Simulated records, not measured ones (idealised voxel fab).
The document below concerns the process module designated voxel gate over fins.
Pictured: cross-section cut, 225 nm wide, on a grid of 5 nm square cells.
For the purposes of this document, a cross-section shall be understood as a grid of square cells, specified as bands listed in top-to-bottom order, each band consisting of one or more rows of cells. This entry defines a band. It first specifies the height of the band's top and the height of its bottom in nm, and then specifies the band's materials from left to right, stating each material with its width in nm. The word "all across" identifies a single material that fills the band from edge to edge, while the word "empty" identifies empty space. Height datum 0, below which the as-received substrate wafer is one material. Lowest band open at the bottom, running downward: "0..down". You'd read "30..40" like this: the band's top row of cells is as wide as the first number, its bottom row is as wide as the second, and going down, every row changes width by the same amount as the row before did. You'll sometimes find "same as before" written for a step, and that's the way of saying that nowhere in the cross-section did a cell change during that step. You'll see "Enclosed internal cavities" listing empty spaces that have no way open to the top, as long as they're 8 cells or more; the notation is width x height at distance, where the distance is from the left edge, and all of it is in nm. Read whatever lies past the settings on a step's line as the simulator's own remark about the step. When a step includes a mask, the "overlay nm" setting on its line states how far to the right of its planned place that mask lay, and negative values state how far to the left.

Plan:
1: RECEIVE (material Si)
2: CONFORMAL_DEP (material SiN; thk nm 10)
3: DIRECTIONAL_DEP (material aC; thk nm 15)
4: PATTERN (tone cover; mask id FINS; material resist; width nm 15; pitch nm 35; thk nm 30; overlay nm 0)
5: DIRECTIONAL_ETCH (etch materials aC; depth nm 15)
6: STRIP (etch materials resist)
7: DIRECTIONAL_ETCH (etch materials SiN; depth nm 10)
8: DIRECTIONAL_ETCH (etch materials Si; depth nm 40)
9: STRIP (etch materials aC)
10: OXIDIZE (depth nm 5)
11: FILL_DEP (material SiO2; thk nm 10)
12: CMP (height nm 10)
13: SELECTIVE_ETCH (etch materials SiO2; depth nm 20)
14: STRIP (etch materials SiN)
15: CONFORMAL_DEP (material HfO2; thk nm 5)
16: CONFORMAL_DEP (material TiN; thk nm 5)
17: CONFORMAL_DEP (material TiAl; thk nm 5)
18: CONFORMAL_DEP (material TiN; thk nm 5)
19: FILL_DEP (material W; thk nm 10)
20: CMP (height nm 25)
21: CONFORMAL_DEP (material SiN; thk nm 10)

First wafer, two in total, run as planned:

Wafer as received: cross-section following step 1:
* 0..down = Si all across
* Enclosed internal cavities: none

Wafer after step 2 (cross-section):
* 10..0 = SiN all across
* Beneath the level 0, the cross-section is identical to its previous state.

Wafer after step 3 (cross-section):
* 25..10 = aC all across
* Beneath the level 10, the cross-section is identical to its previous state.

Wafer after step 4 (cross-section):
* 55..25 = empty=50 / resist=15 / empty=20 / resist=15 / empty=20 / resist=15 / empty=20 / resist=15 / empty=55
* Beneath the level 25, the cross-section is identical to its previous state.

Wafer after step 5 (cross-section):
* 40..25 = empty=50 / resist=15 / empty=20 / resist=15 / empty=20 / resist=15 / empty=20 / resist=15 / empty=55
* 25..10 = empty=50 / aC=15 / empty=20 / aC=15 / empty=20 / aC=15 / empty=20 / aC=15 / empty=55
* Beneath the level 10, the cross-section is identical to its previous state.

Wafer after step 6 (cross-section):
* 25..10 = empty=50 / aC=15 / empty=20 / aC=15 / empty=20 / aC=15 / empty=20 / aC=15 / empty=55
* Beneath the level 10, the cross-section is identical to its previous state.

Wafer after step 7 (cross-section):
* 25..10 = empty=50 / aC=15 / empty=20 / aC=15 / empty=20 / aC=15 / empty=20 / aC=15 / empty=55
* 10..0 = empty=50 / SiN=15 / empty=20 / SiN=15 / empty=20 / SiN=15 / empty=20 / SiN=15 / empty=55
* Beneath the level 0, the cross-section is identical to its previous state.

Wafer after step 8 (cross-section):
* 25..10 = empty=50 / aC=15 / empty=20 / aC=15 / empty=20 / aC=15 / empty=20 / aC=15 / empty=55
* 10..0 = empty=50 / SiN=15 / empty=20 / SiN=15 / empty=20 / SiN=15 / empty=20 / SiN=15 / empty=55
* 0..-40 = empty=50 / Si=15 / empty=20 / Si=15 / empty=20 / Si=15 / empty=20 / Si=15 / empty=55
* Beneath the level -40, the cross-section is identical to its previous state.

Wafer after step 9 (cross-section):
* 10..0 = empty=50 / SiN=15 / empty=20 / SiN=15 / empty=20 / SiN=15 / empty=20 / SiN=15 / empty=55
* Beneath the level 0, the cross-section is identical to its previous state.

Wafer after step 10 (cross-section):
* 10..0 = empty=50 / SiN=15 / empty=20 / SiN=15 / empty=20 / SiN=15 / empty=20 / SiN=15 / empty=55
* 0..-40 = empty=50 / SiO2=5 / Si=5 / SiO2=5 / empty=20 / SiO2=5 / Si=5 / SiO2=5 / empty=20 / SiO2=5 / Si=5 / SiO2=5 / empty=20 / SiO2=5 / Si=5 / SiO2=5 / empty=55
* -40..-45 = SiO2=55 / Si=5 / SiO2=30 / Si=5 / SiO2=30 / Si=5 / SiO2=30 / Si=5 / SiO2=60
* Beneath the level -45, the cross-section is identical to its previous state.

Wafer after step 11 (cross-section):
* 20..10 = SiO2 all across
* 10..0 = SiO2=50 / SiN=15 / SiO2=20 / SiN=15 / SiO2=20 / SiN=15 / SiO2=20 / SiN=15 / SiO2=55
* 0..-45 = SiO2=55 / Si=5 / SiO2=30 / Si=5 / SiO2=30 / Si=5 / SiO2=30 / Si=5 / SiO2=60
* Beneath the level -45, the cross-section is identical to its previous state.

Wafer after step 12 (cross-section):
* 10..0 = SiO2=50 / SiN=15 / SiO2=20 / SiN=15 / SiO2=20 / SiN=15 / SiO2=20 / SiN=15 / SiO2=55
* Beneath the level 0, the cross-section is identical to its previous state.

Wafer after step 13 (cross-section):
* 10..0 = empty=50 / SiN=15 / empty=20 / SiN=15 / empty=20 / SiN=15 / empty=20 / SiN=15 / empty=55
* 0..-10 = empty=55 / Si=5 / empty=30 / Si=5 / empty=30 / Si=5 / empty=30 / Si=5 / empty=60
* Beneath the level -10, the cross-section is identical to its previous state.

Wafer after step 14 (cross-section):
* 0..-10 = empty=55 / Si=5 / empty=30 / Si=5 / empty=30 / Si=5 / empty=30 / Si=5 / empty=60
* Beneath the level -10, the cross-section is identical to its previous state.

Wafer after step 15 (cross-section):
* 5..0 = empty=50 / HfO2=15 / empty=20 / HfO2=15 / empty=20 / HfO2=15 / empty=20 / HfO2=15 / empty=55
* 0..-5 = empty=50 / HfO2=5 / Si=5 / HfO2=5 / empty=20 / HfO2=5 / Si=5 / HfO2=5 / empty=20 / HfO2=5 / Si=5 / HfO2=5 / empty=20 / HfO2=5 / Si=5 / HfO2=5 / empty=55
* -5..-10 = HfO2=55 / Si=5 / HfO2=30 / Si=5 / HfO2=30 / Si=5 / HfO2=30 / Si=5 / HfO2=60
* Beneath the level -10, the cross-section is identical to its previous state.

Wafer after step 16 (cross-section):
* 10..5 = empty=45 / TiN=25 / empty=10 / TiN=25 / empty=10 / TiN=25 / empty=10 / TiN=25 / empty=50
* 5..0 = empty=45 / TiN=5 / HfO2=15 / TiN=5 / empty=10 / TiN=5 / HfO2=15 / TiN=5 / empty=10 / TiN=5 / HfO2=15 / TiN=5 / empty=10 / TiN=5 / HfO2=15 / TiN=5 / empty=50
* 0..-5 = TiN=50 / HfO2=5 / Si=5 / HfO2=5 / TiN=20 / HfO2=5 / Si=5 / HfO2=5 / TiN=20 / HfO2=5 / Si=5 / HfO2=5 / TiN=20 / HfO2=5 / Si=5 / HfO2=5 / TiN=55
* Beneath the level -5, the cross-section is identical to its previous state.

Wafer after step 17 (cross-section):
* 15..10 = empty=40 / TiAl=140 / empty=45
* 10..5 = empty=40 / TiAl=5 / TiN=25 / TiAl=10 / TiN=25 / TiAl=10 / TiN=25 / TiAl=10 / TiN=25 / TiAl=5 / empty=45
* 5..0 = TiAl=45 / TiN=5 / HfO2=15 / TiN=5 / TiAl=10 / TiN=5 / HfO2=15 / TiN=5 / TiAl=10 / TiN=5 / HfO2=15 / TiN=5 / TiAl=10 / TiN=5 / HfO2=15 / TiN=5 / TiAl=50
* Beneath the level 0, the cross-section is identical to its previous state.

Wafer after step 18 (cross-section):
* 20..15 = empty=35 / TiN=150 / empty=40
* 15..10 = empty=35 / TiN=5 / TiAl=140 / TiN=5 / empty=40
* 10..5 = TiN=40 / TiAl=5 / TiN=25 / TiAl=10 / TiN=25 / TiAl=10 / TiN=25 / TiAl=10 / TiN=25 / TiAl=5 / TiN=45
* Beneath the level 5, the cross-section is identical to its previous state.

Wafer after step 19 (cross-section):
* 30..20 = W all across
* 20..15 = W=35 / TiN=150 / W=40
* 15..10 = W=35 / TiN=5 / TiAl=140 / TiN=5 / W=40
* Beneath the level 10, the cross-section is identical to its previous state.

Wafer after step 20 (cross-section):
* 25..20 = W all across
* Beneath the level 20, the cross-section is identical to its previous state.

Wafer after step 21 (cross-section):
* 35..25 = SiN all across
* Beneath the level 25, the cross-section is identical to its previous state.

For the second wafer, take the first wafer's start and plan, then add one mistake made in running it; everything through step 3, that step included, is shared with the first:

Cross-section, second wafer, at the end time the plan gives for step 4:
* 55..25 = empty=60 / resist=15 / empty=20 / resist=15 / empty=20 / resist=15 / empty=20 / resist=15 / empty=45
* Beneath the level 25, the cross-section is identical to its previous state.

Cross-section, second wafer, at the end time the plan gives for step 5:
* 40..25 = empty=60 / resist=15 / empty=20 / resist=15 / empty=20 / resist=15 / empty=20 / resist=15 / empty=45
* 25..10 = empty=60 / aC=15 / empty=20 / aC=15 / empty=20 / aC=15 / empty=20 / aC=15 / empty=45
* Beneath the level 10, the cross-section is identical to its previous state.

Cross-section, second wafer, at the end time the plan gives for step 6:
* 25..10 = empty=60 / aC=15 / empty=20 / aC=15 / empty=20 / aC=15 / empty=20 / aC=15 / empty=45
* Beneath the level 10, the cross-section is identical to its previous state.

Cross-section, second wafer, at the end time the plan gives for step 7:
* 25..10 = empty=60 / aC=15 / empty=20 / aC=15 / empty=20 / aC=15 / empty=20 / aC=15 / empty=45
* 10..0 = empty=60 / SiN=15 / empty=20 / SiN=15 / empty=20 / SiN=15 / empty=20 / SiN=15 / empty=45
* Beneath the level 0, the cross-section is identical to its previous state.

Cross-section, second wafer, at the end time the plan gives for step 8:
* 25..10 = empty=60 / aC=15 / empty=20 / aC=15 / empty=20 / aC=15 / empty=20 / aC=15 / empty=45
* 10..0 = empty=60 / SiN=15 / empty=20 / SiN=15 / empty=20 / SiN=15 / empty=20 / SiN=15 / empty=45
* 0..-40 = empty=60 / Si=15 / empty=20 / Si=15 / empty=20 / Si=15 / empty=20 / Si=15 / empty=45
* Beneath the level -40, the cross-section is identical to its previous state.

Cross-section, second wafer, at the end time the plan gives for step 9:
* 10..0 = empty=60 / SiN=15 / empty=20 / SiN=15 / empty=20 / SiN=15 / empty=20 / SiN=15 / empty=45
* Beneath the level 0, the cross-section is identical to its previous state.

Cross-section, second wafer, at the end time the plan gives for step 10:
* 10..0 = empty=60 / SiN=15 / empty=20 / SiN=15 / empty=20 / SiN=15 / empty=20 / SiN=15 / empty=45
* 0..-40 = empty=60 / SiO2=5 / Si=5 / SiO2=5 / empty=20 / SiO2=5 / Si=5 / SiO2=5 / empty=20 / SiO2=5 / Si=5 / SiO2=5 / empty=20 / SiO2=5 / Si=5 / SiO2=5 / empty=45
* -40..-45 = SiO2=65 / Si=5 / SiO2=30 / Si=5 / SiO2=30 / Si=5 / SiO2=30 / Si=5 / SiO2=50
* Beneath the level -45, the cross-section is identical to its previous state.

Cross-section, second wafer, at the end time the plan gives for step 11:
* 20..10 = SiO2 all across
* 10..0 = SiO2=60 / SiN=15 / SiO2=20 / SiN=15 / SiO2=20 / SiN=15 / SiO2=20 / SiN=15 / SiO2=45
* 0..-45 = SiO2=65 / Si=5 / SiO2=30 / Si=5 / SiO2=30 / Si=5 / SiO2=30 / Si=5 / SiO2=50
* Beneath the level -45, the cross-section is identical to its previous state.

Cross-section, second wafer, at the end time the plan gives for step 12:
* 10..0 = SiO2=60 / SiN=15 / SiO2=20 / SiN=15 / SiO2=20 / SiN=15 / SiO2=20 / SiN=15 / SiO2=45
* Beneath the level 0, the cross-section is identical to its previous state.

Cross-section, second wafer, at the end time the plan gives for step 13:
* 10..0 = empty=60 / SiN=15 / empty=20 / SiN=15 / empty=20 / SiN=15 / empty=20 / SiN=15 / empty=45
* 0..-10 = empty=65 / Si=5 / empty=30 / Si=5 / empty=30 / Si=5 / empty=30 / Si=5 / empty=50
* Beneath the level -10, the cross-section is identical to its previous state.

Cross-section, second wafer, at the end time the plan gives for step 14:
* 0..-10 = empty=65 / Si=5 / empty=30 / Si=5 / empty=30 / Si=5 / empty=30 / Si=5 / empty=50
* Beneath the level -10, the cross-section is identical to its previous state.

Cross-section, second wafer, at the end time the plan gives for step 15:
* 5..0 = empty=60 / HfO2=15 / empty=20 / HfO2=15 / empty=20 / HfO2=15 / empty=20 / HfO2=15 / empty=45
* 0..-5 = empty=60 / HfO2=5 / Si=5 / HfO2=5 / empty=20 / HfO2=5 / Si=5 / HfO2=5 / empty=20 / HfO2=5 / Si=5 / HfO2=5 / empty=20 / HfO2=5 / Si=5 / HfO2=5 / empty=45
* -5..-10 = HfO2=65 / Si=5 / HfO2=30 / Si=5 / HfO2=30 / Si=5 / HfO2=30 / Si=5 / HfO2=50
* Beneath the level -10, the cross-section is identical to its previous state.

Cross-section, second wafer, at the end time the plan gives for step 16:
* 10..5 = empty=55 / TiN=25 / empty=10 / TiN=25 / empty=10 / TiN=25 / empty=10 / TiN=25 / empty=40
* 5..0 = empty=55 / TiN=5 / HfO2=15 / TiN=5 / empty=10 / TiN=5 / HfO2=15 / TiN=5 / empty=10 / TiN=5 / HfO2=15 / TiN=5 / empty=10 / TiN=5 / HfO2=15 / TiN=5 / empty=40
* 0..-5 = TiN=60 / HfO2=5 / Si=5 / HfO2=5 / TiN=20 / HfO2=5 / Si=5 / HfO2=5 / TiN=20 / HfO2=5 / Si=5 / HfO2=5 / TiN=20 / HfO2=5 / Si=5 / HfO2=5 / TiN=45
* Beneath the level -5, the cross-section is identical to its previous state.

Cross-section, second wafer, at the end time the plan gives for step 17:
* 15..10 = empty=50 / TiAl=140 / empty=35
* 10..5 = empty=50 / TiAl=5 / TiN=25 / TiAl=10 / TiN=25 / TiAl=10 / TiN=25 / TiAl=10 / TiN=25 / TiAl=5 / empty=35
* 5..0 = TiAl=55 / TiN=5 / HfO2=15 / TiN=5 / TiAl=10 / TiN=5 / HfO2=15 / TiN=5 / TiAl=10 / TiN=5 / HfO2=15 / TiN=5 / TiAl=10 / TiN=5 / HfO2=15 / TiN=5 / TiAl=40
* Beneath the level 0, the cross-section is identical to its previous state.

Cross-section, second wafer, at the end time the plan gives for step 18:
* 20..15 = empty=45 / TiN=150 / empty=30
* 15..10 = empty=45 / TiN=5 / TiAl=140 / TiN=5 / empty=30
* 10..5 = TiN=50 / TiAl=5 / TiN=25 / TiAl=10 / TiN=25 / TiAl=10 / TiN=25 / TiAl=10 / TiN=25 / TiAl=5 / TiN=35
* Beneath the level 5, the cross-section is identical to its previous state.

Cross-section, second wafer, at the end time the plan gives for step 19:
* 30..20 = W all across
* 20..15 = W=45 / TiN=150 / W=30
* 15..10 = W=45 / TiN=5 / TiAl=140 / TiN=5 / W=30
* Beneath the level 10, the cross-section is identical to its previous state.

Cross-section, second wafer, at the end time the plan gives for step 20:
* 25..20 = W all across
* Beneath the level 20, the cross-section is identical to its previous state.

Cross-section, second wafer, at the end time the plan gives for step 21:
* 35..25 = SiN all across
* Beneath the level 25, the cross-section is identical to its previous state.
Want to know what went wrong? step 4 deviated from plan and actually ran as PATTERN (tone cover; mask id FINS; material resist; width nm 15; pitch nm 35; thk nm 30; overlay nm 10)
Final state: per-material cell counts identical on both wafers; locations differ.
